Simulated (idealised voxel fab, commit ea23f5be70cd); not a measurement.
process module | voxel transistor to metal
cross-section cut | 160 nm wide | cells 5 nm
A cross-section is a grid of square cells, given in bands from the top down. A band is one or more rows of cells.
Each band's line starts with the height of the band's top and of its bottom, in nm. Then come its materials from left to right, each with its width in nm. One material with "throughout" fills the band from edge to edge. "air" is empty space.
Height 0 is the level under which the wafer as received is all one material. The lowest band goes on downwards, as in "0 down".
A width such as "30 to 40" changes by the same amount from each row of cells to the next, from the band's top row to its bottom row.
"no change" after a step means that no cell of the cross-section changed.
closed voids: empty space of 8 cells or more with no open way to the top, each as width x height at its distance from the left edge, in nm
after a step's settings: what the simulator itself notes on the step
overlay nm, on a step with a mask: how far to the right of its planned place the mask lay; to the left if negative
plan
1 op RECEIVE | material Si
2 op OXIDIZE | depth nm 5
3 op CONFORMAL_DEP | material SiN | thk nm 15
4 op DIRECTIONAL_DEP | material aC | thk nm 10
5 op PATTERN | tone cover | mask id ACTIVE | material resist | width nm 125 | thk nm 30 | overlay nm 0
6 op DIRECTIONAL_ETCH | etch materials aC | depth nm 10
7 op STRIP | etch materials resist
8 op DIRECTIONAL_ETCH | etch materials SiN | depth nm 15
9 op DIRECTIONAL_ETCH | etch materials SiO2 | depth nm 5
10 op DIRECTIONAL_ETCH | etch materials Si | depth nm 30
11 op STRIP | etch materials aC
12 op OXIDIZE | depth nm 5
13 op FILL_DEP | material SiO2 | thk nm 15
14 op CMP | height nm 15
15 op SELECTIVE_ETCH | etch materials SiO2 | depth nm 10
16 op STRIP | etch materials SiN
17 op SELECTIVE_ETCH | etch materials SiO2 | depth nm 5
18 op OXIDIZE | depth nm 5
19 op DIRECTIONAL_DEP | material polySi | thk nm 20
20 op DIRECTIONAL_DEP | material SiCN | thk nm 10
21 op DIRECTIONAL_DEP | material aC | thk nm 10
22 op PATTERN | tone cover | mask id GATE | material resist | width nm 25 | thk nm 30 | overlay nm 0
23 op DIRECTIONAL_ETCH | etch materials aC | depth nm 10
24 op STRIP | etch materials resist
25 op DIRECTIONAL_ETCH | etch materials SiCN | depth nm 20
26 op DIRECTIONAL_ETCH | etch materials polySi | depth nm 30
27 op STRIP | etch materials aC
28 op CONFORMAL_DEP | material SiO2 | thk nm 5
29 op DIRECTIONAL_ETCH | etch materials SiO2 | depth nm 5
30 op CONFORMAL_DEP | material SiN | thk nm 5
31 op DIRECTIONAL_ETCH | etch materials SiN | depth nm 5
32 op DIRECTIONAL_ETCH | etch materials SiO2 | depth nm 5
33 op DIRECTIONAL_ETCH | etch materials Si | depth nm 5
34 op EPI | material nSi | thk nm 5
35 op FILL_DEP | material SiO2 | thk nm 10
36 op CMP | height nm 25
37 op DIRECTIONAL_DEP | material SiO2 | thk nm 15
38 op MASKED_ETCH | tone open | mask id CONTACT | width nm 20 | pitch nm 85 | etch materials SiO2 | depth nm 50 | overlay nm 0
39 op CONFORMAL_DEP | material TiN | thk nm 5
40 op FILL_DEP | material Ru | thk nm 5
41 op CMP | height nm 40
42 op DIRECTIONAL_DEP | material TiN | thk nm 5
43 op DIRECTIONAL_DEP | material Ru | thk nm 20
44 op PATTERN | tone cover | mask id METAL_1 | material resist | width nm 20 | pitch nm 85 | thk nm 20 | overlay nm -10
45 op DIRECTIONAL_ETCH | etch materials Ru | depth nm 20
46 op DIRECTIONAL_ETCH | etch materials TiN | depth nm 5
47 op STRIP | etch materials resist
48 op CONFORMAL_DEP | material SiN | thk nm 5
49 op FILL_DEP | material SiO2 | thk nm 10
50 op CMP | height nm 65
51 op CONFORMAL_DEP | material SiCN | thk nm 5
varied across the wafers: overlay nm of step 44. The plan shows the first wafer's value. All wafers start alike
first wafer as received, after step 1
  0 down: Si throughout
  closed voids: none
each wafer at the end: cells of each material gained (+) or lost (-) since it was received, then its closed voids
overlay nm -10 | +68 Ru | -132 Si | +42 SiCN | +54 SiN | +328 SiO2 | +52 TiN | +16 nSi | +20 polySi | closed voids: none
overlay nm -5 | +68 Ru | -132 Si | +42 SiCN | +54 SiN | +328 SiO2 | +52 TiN | +16 nSi | +20 polySi | closed voids: none
overlay nm 0 | +68 Ru | -132 Si | +42 SiCN | +54 SiN | +328 SiO2 | +52 TiN | +16 nSi | +20 polySi | closed voids: none
overlay nm 5 | +68 Ru | -132 Si | +42 SiCN | +54 SiN | +328 SiO2 | +52 TiN | +16 nSi | +20 polySi | closed voids: none
overlay nm 10 | +68 Ru | -132 Si | +42 SiCN | +54 SiN | +328 SiO2 | +52 TiN | +16 nSi | +20 polySi | closed voids: none
overlay nm 15 | +68 Ru | -132 Si | +42 SiCN | +54 SiN | +328 SiO2 | +52 TiN | +16 nSi | +20 polySi | closed voids: none
